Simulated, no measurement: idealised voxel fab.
process module | voxel released beams
cross-section cut | 195 nm wide | cells 5 nm
A cross-section is a grid of square cells, given in bands from the top down. A band is one or more rows of cells.
Each band's line starts with the height of the band's top and of its bottom, in nm. Then come its materials from left to right, each with its width in nm. One material with "throughout" fills the band from edge to edge. "air" is empty space.
Height 0 is the level under which the wafer as received is all one material. The lowest band goes on downwards, as in "0 down".
A width such as "30 to 40" changes by the same amount from each row of cells to the next, from the band's top row to its bottom row.
"no change" after a step means that no cell of the cross-section changed.
closed voids: empty space of 8 cells or more with no open way to the top, each as width x height at its distance from the left edge, in nm
after a step's settings: what the simulator itself notes on the step
overlay nm, on a step with a mask: how far to the right of its planned place the mask lay; to the left if negative
plan
1 op RECEIVE | material Si
2 op CONFORMAL_DEP | material Al2O3 | thk nm 10
3 op DIRECTIONAL_DEP | material SiO2 | thk nm 20
4 op MASKED_ETCH | tone open | mask id ANCHOR | width nm 35 | etch materials SiO2 | depth nm 20 | overlay nm 0
5 op CONFORMAL_DEP | material SiN | thk nm 15
6 op PATTERN | tone cover | mask id BEAM | material resist | width nm 100 | thk nm 15 | overlay nm 0
7 op DIRECTIONAL_ETCH | etch materials SiN | depth nm 15
8 op STRIP | etch materials resist
9 op STRIP | etch materials SiO2
as received, after step 1
  0 down: Si throughout
  closed voids: none
a wafer at the end: this start, this plan, one mistake
  0 down: Si throughout
  closed voids: none
what went wrong: step 2 ran as: op CONFORMAL_DEP | material SiO2 | thk nm 10
